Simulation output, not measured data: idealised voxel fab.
This is a process module. Its name is voxel wiring stack.
Shown is cross-section cut, with a width of 255 nm and square cells of size 5 nm.
Bands, listed from the top down, are how a cross-section gets written in this document; the cross-section itself is a grid of square cells, and a band is one or more rows of them.
Band entry format. Leading values: height of top, height of bottom, nm. Remainder: materials in left-to-right order, each with its width in nm. Special words: "full width" on a single material, which then fills the band edge to edge; "empty", empty space.
A quick word on heights: they are counted from 0, and under that level the wafer as it came to us is one material throughout. The lowest band is different from the rest in having no bottom; it simply continues downward, written as in "z 0 and below".
A two-number width, for instance "30 to 40", indicates that the width is equal to the first number in the top row of the band and to the second number in the bottom row, and that it changes by a constant amount per row of cells.
Any step labelled "all unchanged" changed none of the cells in the cross-section.
Closed-off voids of 8+ cells (no open route to the top) go in "Closed voids list", written width x height at distance from the left edge, in nm.
Note: text after step settings on the step line = simulator remark on that step.
On any step carrying a mask, the "overlay nm" setting, if present on the step's line, tells how far right of its planned place the mask lay; negative values point to the left.
Each of the pairs that make up the rest of this document says: here is the cross-section before one process step, here is the cross-section after it, drawn only down to the lowest band that changed, and here, under the pair, is the step lying between them with its settings. Different pairs may come from different runs of this module on the same starting wafer, so a pair continues from the pair above it only where its entry headed "Status before step" says so.
Status before step
- z 125 to 115 = Cu full width
- z 115 to 110 = TiN (25)  Cu (20)  TiN (40)  Cu (20)  TiN (40)  Cu (20)  TiN (40)  Cu (20)  TiN (30)
- z 110 to 100 = SiO2 (20)  TiN (5)  Cu (20)  TiN (5)  SiO2 (30)  TiN (5)  Cu (20)  TiN (5)  SiO2 (30)  TiN (5)  Cu (20)  TiN (5)  SiO2 (30)  TiN (5)  Cu (20)  TiN (5)  SiO2 (25)
- z 100 to 95 = SiO2 (20)  TiN (5)  Cu (5)  TiN (20)  SiO2 (30)  TiN (30)  SiO2 (30)  TiN (5)  Cu (5)  TiN (20)  SiO2 (30)  TiN (30)  SiO2 (25)
- z 95 to 80 = SiO2 (20)  TiN (5)  Cu (5)  TiN (5)  SiO2 (105)  TiN (5)  Cu (5)  TiN (5)  SiO2 (100)
- z 80 to 75 = SiCN (20)  TiN (15)  SiCN (105)  TiN (15)  SiCN (100)
- z 75 to 70 = lowk (20)  TiN (5)  Cu (5)  TiN (20)  lowk (30)  TiN (30)  lowk (30)  TiN (5)  Cu (5)  TiN (20)  lowk (30)  TiN (30)  lowk (25)
- z 70 to 60 = lowk (20)  TiN (5)  Cu (5)  TiN (5)  lowk (105)  TiN (5)  Cu (5)  TiN (5)  lowk (100)
- z 60 to 55 = SiCN (20)  TiN (15)  SiCN (105)  TiN (15)  SiCN (100)
- z 55 to 45 = SiO2 full width
- z 45 to 40 = SiO2 (15)  SiN (40)  SiO2 (20)  SiN (40)  SiO2 (20)  SiN (40)  SiO2 (20)  SiN (40)  SiO2 (20)
- z 40 to 20 = SiO2 (15)  SiN (5)  Ru (30)  SiN (5)  SiO2 (20)  SiN (5)  Ru (30)  SiN (5)  SiO2 (20)  SiN (5)  Ru (30)  SiN (5)  SiO2 (20)  SiN (5)  Ru (30)  SiN (5)  SiO2 (20)
- z 20 to 15 = SiN (20)  TiN (30)  SiN (30)  TiN (30)  SiN (30)  TiN (30)  SiN (30)  TiN (30)  SiN (25)
- z 15 to 0 = SiO2 full width
- z 0 and below = Si full width
- Closed voids list: none
Sectional View, Post-Process
- z 110 to 100 = SiO2 (20)  TiN (5)  Cu (20)  TiN (5)  SiO2 (30)  TiN (5)  Cu (20)  TiN (5)  SiO2 (30)  TiN (5)  Cu (20)  TiN (5)  SiO2 (30)  TiN (5)  Cu (20)  TiN (5)  SiO2 (25)
- Note: structure below 100 unchanged.
- Closed voids list: none
So what happened between those two cross-sections up there? CMP: height nm 110
Status before step: taken from the pair above, after panel.
Sectional View, Post-Process
- z 115 to 110 = SiCN full width
- Note: structure below 110 unchanged.
- Closed voids list: none
So what happened between those two cross-sections up there? CONFORMAL_DEP: material SiCN, thk nm 5
Status before step: taken from the pair above, after panel.
Sectional View, Post-Process
- z 145 to 115 = SiO2 full width
- Note: structure below 115 unchanged.
- Closed voids list: none
So what happened between those two cross-sections up there? DIRECTIONAL_DEP: material SiO2, thk nm 30
Status before step: taken from the pair above, after panel.
Sectional View, Post-Process
- z 160 to 145 = resist (20)  empty (30)  resist (30)  empty (30)  resist (30)  empty (30)  resist (30)  empty (30)  resist (25)
- Note: structure below 145 unchanged.
- Closed voids list: none
So what happened between those two cross-sections up there? PATTERN: tone open, mask id METAL_4, material resist, width nm 30, pitch nm 60, thk nm 15, overlay nm 0
Status before step: taken from the pair above, after panel.
Sectional View, Post-Process
- z 160 to 145 = resist (20)  empty (30)  resist (30)  empty (30)  resist (30)  empty (30)  resist (30)  empty (30)  resist (25)
- z 145 to 130 = SiO2 (20)  empty (30)  SiO2 (30)  empty (30)  SiO2 (30)  empty (30)  SiO2 (30)  empty (30)  SiO2 (25)
- Note: structure below 130 unchanged.
- Closed voids list: none
So what happened between those two cross-sections up there? DIRECTIONAL_ETCH: etch materials SiO2, depth nm 15
Status before step: taken from the pair above, after panel.
Sectional View, Post-Process
- z 145 to 130 = SiO2 (20)  empty (30)  SiO2 (30)  empty (30)  SiO2 (30)  empty (30)  SiO2 (30)  empty (30)  SiO2 (25)
- Note: structure below 130 unchanged.
- Closed voids list: none
So what happened between those two cross-sections up there? STRIP: etch materials resist
Status before step: taken from the pair above, after panel.
Sectional View, Post-Process
- z 145 to 130 = SiO2 (20)  empty (30)  SiO2 (30)  empty (30)  SiO2 (30)  empty (30)  SiO2 (30)  empty (30)  SiO2 (25)
- z 130 to 115 = SiO2 (20)  empty (15)  SiO2 (45)  empty (15)  SiO2 (45)  empty (15)  SiO2 (45)  empty (15)  SiO2 (40)
- Note: structure below 115 unchanged.
- Closed voids list: none
So what happened between those two cross-sections up there? MASKED_ETCH: tone open, mask id METAL_4_HOLES, width nm 15, pitch nm 60, etch materials SiO2, depth nm 15, overlay nm 0
Status before step: taken from the pair above, after panel.
Sectional View, Post-Process
- z 145 to 130 = SiO2 (20)  empty (30)  SiO2 (30)  empty (30)  SiO2 (30)  empty (30)  SiO2 (30)  empty (30)  SiO2 (25)
- z 130 to 115 = SiO2 (20)  empty (15)  SiO2 (45)  empty (15)  SiO2 (45)  empty (15)  SiO2 (45)  empty (15)  SiO2 (40)
- z 115 to 110 = SiCN (20)  empty (15)  SiCN (45)  empty (15)  SiCN (45)  empty (15)  SiCN (45)  empty (15)  SiCN (40)
- Note: structure below 110 unchanged.
- Closed voids list: none
So what happened between those two cross-sections up there? MASKED_ETCH: tone open, mask id METAL_4_HOLES, width nm 15, pitch nm 60, etch materials SiCN, depth nm 5, overlay nm 0
Status before step: taken from the pair above, after panel.
Sectional View, Post-Process
- z 150 to 145 = TiN (25)  empty (20)  TiN (40)  empty (20)  TiN (40)  empty (20)  TiN (40)  empty (20)  TiN (30)
- z 145 to 135 = SiO2 (20)  TiN (5)  empty (20)  TiN (5)  SiO2 (30)  TiN (5)  empty (20)  TiN (5)  SiO2 (30)  TiN (5)  empty (20)  TiN (5)  SiO2 (30)  TiN (5)  empty (20)  TiN (5)  SiO2 (25)
- z 135 to 130 = SiO2 (20)  TiN (5)  empty (5)  TiN (20)  SiO2 (30)  TiN (5)  empty (5)  TiN (20)  SiO2 (30)  TiN (5)  empty (5)  TiN (20)  SiO2 (30)  TiN (5)  empty (5)  TiN (20)  SiO2 (25)
- z 130 to 115 = SiO2 (20)  TiN (5)  empty (5)  TiN (5)  SiO2 (45)  TiN (5)  empty (5)  TiN (5)  SiO2 (45)  TiN (5)  empty (5)  TiN (5)  SiO2 (45)  TiN (5)  empty (5)  TiN (5)  SiO2 (40)
- z 115 to 110 = SiCN (20)  TiN (15)  SiCN (45)  TiN (15)  SiCN (45)  TiN (15)  SiCN (45)  TiN (15)  SiCN (40)
- Note: structure below 110 unchanged.
- Closed voids list: none
So what happened between those two cross-sections up there? CONFORMAL_DEP: material TiN, thk nm 5
Status before step: taken from the pair above, after panel.
Sectional View, Post-Process
- z 160 to 150 = Cu full width
- z 150 to 145 = TiN (25)  Cu (20)  TiN (40)  Cu (20)  TiN (40)  Cu (20)  TiN (40)  Cu (20)  TiN (30)
- z 145 to 135 = SiO2 (20)  TiN (5)  Cu (20)  TiN (5)  SiO2 (30)  TiN (5)  Cu (20)  TiN (5)  SiO2 (30)  TiN (5)  Cu (20)  TiN (5)  SiO2 (30)  TiN (5)  Cu (20)  TiN (5)  SiO2 (25)
- z 135 to 130 = SiO2 (20)  TiN (5)  Cu (5)  TiN (20)  SiO2 (30)  TiN (5)  Cu (5)  TiN (20)  SiO2 (30)  TiN (5)  Cu (5)  TiN (20)  SiO2 (30)  TiN (5)  Cu (5)  TiN (20)  SiO2 (25)
- z 130 to 115 = SiO2 (20)  TiN (5)  Cu (5)  TiN (5)  SiO2 (45)  TiN (5)  Cu (5)  TiN (5)  SiO2 (45)  TiN (5)  Cu (5)  TiN (5)  SiO2 (45)  TiN (5)  Cu (5)  TiN (5)  SiO2 (40)
- Note: structure below 115 unchanged.
- Closed voids list: none
So what happened between those two cross-sections up there? FILL_DEP: material Cu, thk nm 10
Status before step: taken from the pair above, after panel.
Sectional View, Post-Process
- z 145 to 135 = SiO2 (20)  TiN (5)  Cu (20)  TiN (5)  SiO2 (30)  TiN (5)  Cu (20)  TiN (5)  SiO2 (30)  TiN (5)  Cu (20)  TiN (5)  SiO2 (30)  TiN (5)  Cu (20)  TiN (5)  SiO2 (25)
- Note: structure below 135 unchanged.
- Closed voids list: none
So what happened between those two cross-sections up there? CMP: height nm 145
Status before step: taken from the pair above, after panel.
Sectional View, Post-Process
- z 150 to 145 = SiN full width
- Note: structure below 145 unchanged.
- Closed voids list: none
So what happened between those two cross-sections up there? CONFORMAL_DEP: material SiN, thk nm 5
Status before step
- z 110 to 80 = SiO2 full width
- z 80 to 75 = SiCN full width
- z 75 to 60 = lowk (20)  TiN (5)  Cu (20)  TiN (5)  lowk (30)  TiN (5)  Cu (20)  TiN (5)  lowk (30)  TiN (5)  Cu (20)  TiN (5)  lowk (30)  TiN (5)  Cu (20)  TiN (5)  lowk (25)
- z 60 to 55 = lowk (20)  TiN (5)  Cu (5)  TiN (20)  lowk (30)  TiN (30)  lowk (30)  TiN (5)  Cu (5)  TiN (20)  lowk (30)  TiN (30)  lowk (25)
- z 55 to 45 = lowk (20)  TiN (5)  Cu (5)  TiN (5)  lowk (105)  TiN (5)  Cu (5)  TiN (5)  lowk (100)
- z 45 to 40 = SiCN (20)  TiN (15)  SiCN (105)  TiN (15)  SiCN (100)
- z 40 to 20 = SiO2 (15)  SiN (5)  Ru (30)  SiN (5)  SiO2 (20)  SiN (5)  Ru (30)  SiN (5)  SiO2 (20)  SiN (5)  Ru (30)  SiN (5)  SiO2 (20)  SiN (5)  Ru (30)  SiN (5)  SiO2 (20)
- z 20 to 15 = SiN (20)  TiN (30)  SiN (30)  TiN (30)  SiN (30)  TiN (30)  SiN (30)  TiN (30)  SiN (25)
- z 15 to 0 = SiO2 full width
- z 0 and below = Si full width
- Closed voids list: none
Sectional View, Post-Process
- z 140 to 80 = SiO2 full width
- Note: structure below 80 unchanged.
- Closed voids list: none
So what happened between those two cross-sections up there? DIRECTIONAL_DEP: material SiO2, thk nm 30
Status before step: taken from the pair above, after panel.
Sectional View, Post-Process
- z 140 to 125 = SiO2 (20)  empty (30)  SiO2 (30)  empty (30)  SiO2 (30)  empty (30)  SiO2 (30)  empty (30)  SiO2 (25)
- Note: structure below 125 unchanged.
- Closed voids list: none
So what happened between those two cross-sections up there? MASKED_ETCH: tone open, mask id METAL_3, width nm 30, pitch nm 60, etch materials SiO2, depth nm 15, overlay nm 0
Status before step: taken from the pair above, after panel.
Sectional View, Post-Process
- z 140 to 125 = SiO2 (20)  empty (30)  SiO2 (30)  empty (30)  SiO2 (30)  empty (30)  SiO2 (30)  empty (30)  SiO2 (25)
- z 125 to 110 = SiO2 (20)  empty (15)  SiO2 (105)  empty (15)  SiO2 (100)
- Note: structure below 110 unchanged.
- Closed voids list: none
So what happened between those two cross-sections up there? MASKED_ETCH: tone open, mask id METAL_3_HOLES, width nm 15, pitch nm 120, etch materials SiO2, depth nm 15, overlay nm 0
Status before step: taken from the pair above, after panel.
Sectional View, Post-Process
- z 145 to 140 = TiN (25)  empty (20)  TiN (40)  empty (20)  TiN (40)  empty (20)  TiN (40)  empty (20)  TiN (30)
- z 140 to 130 = SiO2 (20)  TiN (5)  empty (20)  TiN (5)  SiO2 (30)  TiN (5)  empty (20)  TiN (5)  SiO2 (30)  TiN (5)  empty (20)  TiN (5)  SiO2 (30)  TiN (5)  empty (20)  TiN (5)  SiO2 (25)
- z 130 to 125 = SiO2 (20)  TiN (5)  empty (5)  TiN (20)  SiO2 (30)  TiN (30)  SiO2 (30)  TiN (5)  empty (5)  TiN (20)  SiO2 (30)  TiN (30)  SiO2 (25)
- z 125 to 115 = SiO2 (20)  TiN (5)  empty (5)  TiN (5)  SiO2 (105)  TiN (5)  empty (5)  TiN (5)  SiO2 (100)
- z 115 to 110 = SiO2 (20)  TiN (15)  SiO2 (105)  TiN (15)  SiO2 (100)
- Note: structure below 110 unchanged.
- Closed voids list: none
So what happened between those two cross-sections up there? CONFORMAL_DEP: material TiN, thk nm 5
Status before step: taken from the pair above, after panel.
Sectional View, Post-Process
- z 155 to 145 = Cu full width
- z 145 to 140 = TiN (25)  Cu (20)  TiN (40)  Cu (20)  TiN (40)  Cu (20)  TiN (40)  Cu (20)  TiN (30)
- z 140 to 130 = SiO2 (20)  TiN (5)  Cu (20)  TiN (5)  SiO2 (30)  TiN (5)  Cu (20)  TiN (5)  SiO2 (30)  TiN (5)  Cu (20)  TiN (5)  SiO2 (30)  TiN (5)  Cu (20)  TiN (5)  SiO2 (25)
- z 130 to 125 = SiO2 (20)  TiN (5)  Cu (5)  TiN (20)  SiO2 (30)  TiN (30)  SiO2 (30)  TiN (5)  Cu (5)  TiN (20)  SiO2 (30)  TiN (30)  SiO2 (25)
- z 125 to 115 = SiO2 (20)  TiN (5)  Cu (5)  TiN (5)  SiO2 (105)  TiN (5)  Cu (5)  TiN (5)  SiO2 (100)
- Note: structure below 115 unchanged.
- Closed voids list: none
So what happened between those two cross-sections up there? FILL_DEP: material Cu, thk nm 10
Status before step: taken from the pair above, after panel.
Sectional View, Post-Process
- z 110 to 80 = SiO2 full width
- Note: structure below 80 unchanged.
- Closed voids list: none
So what happened between those two cross-sections up there? CMP: height nm 110
Status before step: taken from the pair above, after panel.
Sectional View, Post-Process
- z 115 to 110 = SiCN full width
- Note: structure below 110 unchanged.
- Closed voids list: none
So what happened between those two cross-sections up there? CONFORMAL_DEP: material SiCN, thk nm 5
Status before step: taken from the pair above, after panel.
Sectional View, Post-Process
- z 145 to 115 = SiO2 full width
- Note: structure below 115 unchanged.
- Closed voids list: none
So what happened between those two cross-sections up there? DIRECTIONAL_DEP: material SiO2, thk nm 30
Status before step: taken from the pair above, after panel.
Sectional View, Post-Process
- z 160 to 145 = resist (20)  empty (30)  resist (30)  empty (30)  resist (30)  empty (30)  resist (30)  empty (30)  resist (25)
- Note: structure below 145 unchanged.
- Closed voids list: none
So what happened between those two cross-sections up there? PATTERN: tone open, mask id METAL_4, material resist, width nm 30, pitch nm 60, thk nm 15, overlay nm 0
Status before step: taken from the pair above, after panel.
Sectional View, Post-Process
- z 160 to 145 = resist (20)  empty (30)  resist (30)  empty (30)  resist (30)  empty (30)  resist (30)  empty (30)  resist (25)
- z 145 to 130 = SiO2 (20)  empty (30)  SiO2 (30)  empty (30)  SiO2 (30)  empty (30)  SiO2 (30)  empty (30)  SiO2 (25)
- Note: structure below 130 unchanged.
- Closed voids list: none
So what happened between those two cross-sections up there? DIRECTIONAL_ETCH: etch materials SiO2, depth nm 15
Status before step: taken from the pair above, after panel.
Sectional View, Post-Process
- z 145 to 130 = SiO2 (20)  empty (30)  SiO2 (30)  empty (30)  SiO2 (30)  empty (30)  SiO2 (30)  empty (30)  SiO2 (25)
- Note: structure below 130 unchanged.
- Closed voids list: none
So what happened between those two cross-sections up there? STRIP: etch materials resist
Status before step: taken from the pair above, after panel.
Sectional View, Post-Process
- z 145 to 130 = SiO2 (20)  empty (30)  SiO2 (30)  empty (30)  SiO2 (30)  empty (30)  SiO2 (30)  empty (30)  SiO2 (25)
- z 130 to 115 = SiO2 (20)  empty (15)  SiO2 (45)  empty (15)  SiO2 (45)  empty (15)  SiO2 (45)  empty (15)  SiO2 (40)
- Note: structure below 115 unchanged.
- Closed voids list: none
So what happened between those two cross-sections up there? MASKED_ETCH: tone open, mask id METAL_4_HOLES, width nm 15, pitch nm 60, etch materials SiO2, depth nm 15, overlay nm 0
Status before step: taken from the pair above, after panel.
Sectional View, Post-Process
- z 145 to 130 = SiO2 (20)  empty (30)  SiO2 (30)  empty (30)  SiO2 (30)  empty (30)  SiO2 (30)  empty (30)  SiO2 (25)
- z 130 to 115 = SiO2 (20)  empty (15)  SiO2 (45)  empty (15)  SiO2 (45)  empty (15)  SiO2 (45)  empty (15)  SiO2 (40)
- z 115 to 110 = SiCN (20)  empty (15)  SiCN (45)  empty (15)  SiCN (45)  empty (15)  SiCN (45)  empty (15)  SiCN (40)
- Note: structure below 110 unchanged.
- Closed voids list: none
So what happened between those two cross-sections up there? MASKED_ETCH: tone open, mask id METAL_4_HOLES, width nm 15, pitch nm 60, etch materials SiCN, depth nm 5, overlay nm 0
Status before step: taken from the pair above, after panel.
Sectional View, Post-Process
- z 150 to 145 = TiN (25)  empty (20)  TiN (40)  empty (20)  TiN (40)  empty (20)  TiN (40)  empty (20)  TiN (30)
- z 145 to 135 = SiO2 (20)  TiN (5)  empty (20)  TiN (5)  SiO2 (30)  TiN (5)  empty (20)  TiN (5)  SiO2 (30)  TiN (5)  empty (20)  TiN (5)  SiO2 (30)  TiN (5)  empty (20)  TiN (5)  SiO2 (25)
- z 135 to 130 = SiO2 (20)  TiN (5)  empty (5)  TiN (20)  SiO2 (30)  TiN (5)  empty (5)  TiN (20)  SiO2 (30)  TiN (5)  empty (5)  TiN (20)  SiO2 (30)  TiN (5)  empty (5)  TiN (20)  SiO2 (25)
- z 130 to 115 = SiO2 (20)  TiN (5)  empty (5)  TiN (5)  SiO2 (45)  TiN (5)  empty (5)  TiN (5)  SiO2 (45)  TiN (5)  empty (5)  TiN (5)  SiO2 (45)  TiN (5)  empty (5)  TiN (5)  SiO2 (40)
- z 115 to 110 = SiCN (20)  TiN (15)  SiCN (45)  TiN (15)  SiCN (45)  TiN (15)  SiCN (45)  TiN (15)  SiCN (40)
- Note: structure below 110 unchanged.
- Closed voids list: none
So what happened between those two cross-sections up there? CONFORMAL_DEP: material TiN, thk nm 5
Status before step: taken from the pair above, after panel.
Sectional View, Post-Process
- z 160 to 150 = Cu full width
- z 150 to 145 = TiN (25)  Cu (20)  TiN (40)  Cu (20)  TiN (40)  Cu (20)  TiN (40)  Cu (20)  TiN (30)
- z 145 to 135 = SiO2 (20)  TiN (5)  Cu (20)  TiN (5)  SiO2 (30)  TiN (5)  Cu (20)  TiN (5)  SiO2 (30)  TiN (5)  Cu (20)  TiN (5)  SiO2 (30)  TiN (5)  Cu (20)  TiN (5)  SiO2 (25)
- z 135 to 130 = SiO2 (20)  TiN (5)  Cu (5)  TiN (20)  SiO2 (30)  TiN (5)  Cu (5)  TiN (20)  SiO2 (30)  TiN (5)  Cu (5)  TiN (20)  SiO2 (30)  TiN (5)  Cu (5)  TiN (20)  SiO2 (25)
- z 130 to 115 = SiO2 (20)  TiN (5)  Cu (5)  TiN (5)  SiO2 (45)  TiN (5)  Cu (5)  TiN (5)  SiO2 (45)  TiN (5)  Cu (5)  TiN (5)  SiO2 (45)  TiN (5)  Cu (5)  TiN (5)  SiO2 (40)
- Note: structure below 115 unchanged.
- Closed voids list: none
So what happened between those two cross-sections up there? FILL_DEP: material Cu, thk nm 10
Status before step: taken from the pair above, after panel.
Sectional View, Post-Process
- z 145 to 135 = SiO2 (20)  TiN (5)  Cu (20)  TiN (5)  SiO2 (30)  TiN (5)  Cu (20)  TiN (5)  SiO2 (30)  TiN (5)  Cu (20)  TiN (5)  SiO2 (30)  TiN (5)  Cu (20)  TiN (5)  SiO2 (25)
- Note: structure below 135 unchanged.
- Closed voids list: none
So what happened between those two cross-sections up there? CMP: height nm 145
Status before step: taken from the pair above, after panel.
Sectional View, Post-Process
- z 150 to 145 = SiN full width
- Note: structure below 145 unchanged.
- Closed voids list: none
So what happened between those two cross-sections up there? CONFORMAL_DEP: material SiN, thk nm 5
Status before step
- z 110 to 100 = SiO2 (20)  TiN (5)  Cu (20)  TiN (5)  SiO2 (30)  TiN (5)  Cu (20)  TiN (5)  SiO2 (30)  TiN (5)  Cu (20)  TiN (5)  SiO2 (30)  TiN (5)  Cu (20)  TiN (5)  SiO2 (25)
- z 100 to 95 = SiO2 (20)  TiN (5)  Cu (5)  TiN (20)  SiO2 (30)  TiN (30)  SiO2 (30)  TiN (5)  Cu (5)  TiN (20)  SiO2 (30)  TiN (30)  SiO2 (25)
- z 95 to 80 = SiO2 (20)  TiN (5)  Cu (5)  TiN (5)  SiO2 (105)  TiN (5)  Cu (5)  TiN (5)  SiO2 (100)
- z 80 to 75 = SiCN (20)  TiN (15)  SiCN (105)  TiN (15)  SiCN (100)
- z 75 to 60 = lowk (20)  TiN (5)  Cu (20)  TiN (5)  lowk (30)  TiN (5)  Cu (20)  TiN (5)  lowk (30)  TiN (5)  Cu (20)  TiN (5)  lowk (30)  TiN (5)  Cu (20)  TiN (5)  lowk (25)
- z 60 to 55 = lowk (20)  TiN (5)  Cu (5)  TiN (20)  lowk (30)  TiN (30)  lowk (30)  TiN (5)  Cu (5)  TiN (20)  lowk (30)  TiN (30)  lowk (25)
- z 55 to 45 = lowk (20)  TiN (5)  Cu (5)  TiN (5)  lowk (105)  TiN (5)  Cu (5)  TiN (5)  lowk (100)
- z 45 to 40 = SiCN (20)  TiN (15)  SiCN (105)  TiN (15)  SiCN (100)
- z 40 to 20 = SiO2 (15)  SiN (5)  Ru (30)  SiN (5)  SiO2 (20)  SiN (5)  Ru (30)  SiN (5)  SiO2 (20)  SiN (5)  Ru (30)  SiN (5)  SiO2 (20)  SiN (5)  Ru (30)  SiN (5)  SiO2 (20)
- z 20 to 15 = SiN (20)  TiN (30)  SiN (30)  TiN (30)  SiN (30)  TiN (30)  SiN (30)  TiN (30)  SiN (25)
- z 15 to 0 = SiO2 full width
- z 0 and below = Si full width
- Closed voids list: none
Sectional View, Post-Process
- z 140 to 110 = SiO2 full width
- Note: structure below 110 unchanged.
- Closed voids list: none
So what happened between those two cross-sections up there? DIRECTIONAL_DEP: material SiO2, thk nm 30
Status before step: taken from the pair above, after panel.
Sectional View, Post-Process
- z 145 to 140 = SiCN full width
- Note: structure below 140 unchanged.
- Closed voids list: none
So what happened between those two cross-sections up there? CONFORMAL_DEP: material SiCN, thk nm 5
Status before step: taken from the pair above, after panel.
Sectional View, Post-Process
- z 160 to 145 = resist (20)  empty (30)  resist (30)  empty (30)  resist (30)  empty (30)  resist (30)  empty (30)  resist (25)
- Note: structure below 145 unchanged.
- Closed voids list: none
So what happened between those two cross-sections up there? PATTERN: tone open, mask id METAL_4, material resist, width nm 30, pitch nm 60, thk nm 15, overlay nm 0
Status before step: taken from the pair above, after panel.
Sectional View, Post-Process
- z 145 to 140 = SiCN full width
- Note: structure below 140 unchanged.
- Closed voids list: none
So what happened between those two cross-sections up there? STRIP: etch materials resist
Status before step: taken from the pair above, after panel.
Sectional View, Post-Process
- z 145 to 140 = SiCN (20)  empty (15)  SiCN (45)  empty (15)  SiCN (45)  empty (15)  SiCN (45)  empty (15)  SiCN (40)
- Note: structure below 140 unchanged.
- Closed voids list: none
So what happened between those two cross-sections up there? MASKED_ETCH: tone open, mask id METAL_4_HOLES, width nm 15, pitch nm 60, etch materials SiCN, depth nm 5, overlay nm 0
Status before step: taken from the pair above, after panel.
Sectional View, Post-Process
- z 150 to 145 = TiN (25)  empty (5)  TiN (55)  empty (5)  TiN (55)  empty (5)  TiN (55)  empty (5)  TiN (45)
- z 145 to 140 = SiCN (20)  TiN (15)  SiCN (45)  TiN (15)  SiCN (45)  TiN (15)  SiCN (45)  TiN (15)  SiCN (40)
- Note: structure below 140 unchanged.
- Closed voids list: none
So what happened between those two cross-sections up there? CONFORMAL_DEP: material TiN, thk nm 5
Status before step: taken from the pair above, after panel.
Sectional View, Post-Process
- z 160 to 150 = Cu full width
- z 150 to 145 = TiN (25)  Cu (5)  TiN (55)  Cu (5)  TiN (55)  Cu (5)  TiN (55)  Cu (5)  TiN (45)
- Note: structure below 145 unchanged.
- Closed voids list: none
So what happened between those two cross-sections up there? FILL_DEP: material Cu, thk nm 10
Status before step: taken from the pair above, after panel.
Sectional View, Post-Process
- z 145 to 140 = SiCN (20)  TiN (15)  SiCN (45)  TiN (15)  SiCN (45)  TiN (15)  SiCN (45)  TiN (15)  SiCN (40)
- Note: structure below 140 unchanged.
- Closed voids list: none
So what happened between those two cross-sections up there? CMP: height nm 145
Status before step: taken from the pair above, after panel.
Sectional View, Post-Process
- z 150 to 145 = SiN full width
- Note: structure below 145 unchanged.
- Closed voids list: none
So what happened between those two cross-sections up there? CONFORMAL_DEP: material SiN, thk nm 5
Status before step
- z 110 to 95 = SiO2 (20)  empty (30)  SiO2 (30)  empty (30)  SiO2 (30)  empty (30)  SiO2 (30)  empty (30)  SiO2 (25)
- z 95 to 80 = SiO2 full width
- z 80 to 75 = SiCN full width
- z 75 to 60 = lowk (20)  TiN (5)  Cu (20)  TiN (5)  lowk (30)  TiN (5)  Cu (20)  TiN (5)  lowk (30)  TiN (5)  Cu (20)  TiN (5)  lowk (30)  TiN (5)  Cu (20)  TiN (5)  lowk (25)
- z 60 to 55 = lowk (20)  TiN (5)  Cu (5)  TiN (20)  lowk (30)  TiN (30)  lowk (30)  TiN (5)  Cu (5)  TiN (20)  lowk (30)  TiN (30)  lowk (25)
- z 55 to 45 = lowk (20)  TiN (5)  Cu (5)  TiN (5)  lowk (105)  TiN (5)  Cu (5)  TiN (5)  lowk (100)
- z 45 to 40 = SiCN (20)  TiN (15)  SiCN (105)  TiN (15)  SiCN (100)
- z 40 to 20 = SiO2 (15)  SiN (5)  Ru (30)  SiN (5)  SiO2 (20)  SiN (5)  Ru (30)  SiN (5)  SiO2 (20)  SiN (5)  Ru (30)  SiN (5)  SiO2 (20)  SiN (5)  Ru (30)  SiN (5)  SiO2 (20)
- z 20 to 15 = SiN (20)  TiN (30)  SiN (30)  TiN (30)  SiN (30)  TiN (30)  SiN (30)  TiN (30)  SiN (25)
- z 15 to 0 = SiO2 full width
- z 0 and below = Si full width
- Closed voids list: none
Sectional View, Post-Process
- z 110 to 95 = SiO2 (20)  empty (30)  SiO2 (30)  empty (30)  SiO2 (30)  empty (30)  SiO2 (30)  empty (30)  SiO2 (25)
- z 95 to 90 = SiO2 (20)  empty (15)  SiO2 (105)  empty (15)  SiO2 (100)
- Note: structure below 90 unchanged.
- Closed voids list: none
So what happened between those two cross-sections up there? MASKED_ETCH: tone open, mask id METAL_3_HOLES, width nm 15, pitch nm 120, etch materials SiO2, depth nm 5, overlay nm 0
Status before step: taken from the pair above, after panel.
Sectional View, Post-Process
- z 115 to 110 = TiN (25)  empty (20)  TiN (40)  empty (20)  TiN (40)  empty (20)  TiN (40)  empty (20)  TiN (30)
- z 110 to 100 = SiO2 (20)  TiN (5)  empty (20)  TiN (5)  SiO2 (30)  TiN (5)  empty (20)  TiN (5)  SiO2 (30)  TiN (5)  empty (20)  TiN (5)  SiO2 (30)  TiN (5)  empty (20)  TiN (5)  SiO2 (25)
- z 100 to 95 = SiO2 (20)  TiN (5)  empty (5)  TiN (20)  SiO2 (30)  TiN (30)  SiO2 (30)  TiN (5)  empty (5)  TiN (20)  SiO2 (30)  TiN (30)  SiO2 (25)
- z 95 to 90 = SiO2 (20)  TiN (15)  SiO2 (105)  TiN (15)  SiO2 (100)
- Note: structure below 90 unchanged.
- Closed voids list: none
So what happened between those two cross-sections up there? CONFORMAL_DEP: material TiN, thk nm 5
Status before step: taken from the pair above, after panel.
Sectional View, Post-Process
- z 125 to 115 = Cu full width
- z 115 to 110 = TiN (25)  Cu (20)  TiN (40)  Cu (20)  TiN (40)  Cu (20)  TiN (40)  Cu (20)  TiN (30)
- z 110 to 100 = SiO2 (20)  TiN (5)  Cu (20)  TiN (5)  SiO2 (30)  TiN (5)  Cu (20)  TiN (5)  SiO2 (30)  TiN (5)  Cu (20)  TiN (5)  SiO2 (30)  TiN (5)  Cu (20)  TiN (5)  SiO2 (25)
- z 100 to 95 = SiO2 (20)  TiN (5)  Cu (5)  TiN (20)  SiO2 (30)  TiN (30)  SiO2 (30)  TiN (5)  Cu (5)  TiN (20)  SiO2 (30)  TiN (30)  SiO2 (25)
- Note: structure below 95 unchanged.
- Closed voids list: none
So what happened between those two cross-sections up there? FILL_DEP: material Cu, thk nm 10
Status before step: taken from the pair above, after panel.
Sectional View, Post-Process
- z 110 to 100 = SiO2 (20)  TiN (5)  Cu (20)  TiN (5)  SiO2 (30)  TiN (5)  Cu (20)  TiN (5)  SiO2 (30)  TiN (5)  Cu (20)  TiN (5)  SiO2 (30)  TiN (5)  Cu (20)  TiN (5)  SiO2 (25)
- Note: structure below 100 unchanged.
- Closed voids list: none
So what happened between those two cross-sections up there? CMP: height nm 110
Status before step: taken from the pair above, after panel.
Sectional View, Post-Process
- z 115 to 110 = SiCN full width
- Note: structure below 110 unchanged.
- Closed voids list: none
So what happened between those two cross-sections up there? CONFORMAL_DEP: material SiCN, thk nm 5
Status before step: taken from the pair above, after panel.
Sectional View, Post-Process
- z 145 to 115 = SiO2 full width
- Note: structure below 115 unchanged.
- Closed voids list: none
So what happened between those two cross-sections up there? DIRECTIONAL_DEP: material SiO2, thk nm 30
Status before step: taken from the pair above, after panel.
Sectional View, Post-Process
- z 160 to 145 = resist (20)  empty (30)  resist (30)  empty (30)  resist (30)  empty (30)  resist (30)  empty (30)  resist (25)
- Note: structure below 145 unchanged.
- Closed voids list: none
So what happened between those two cross-sections up there? PATTERN: tone open, mask id METAL_4, material resist, width nm 30, pitch nm 60, thk nm 15, overlay nm 0
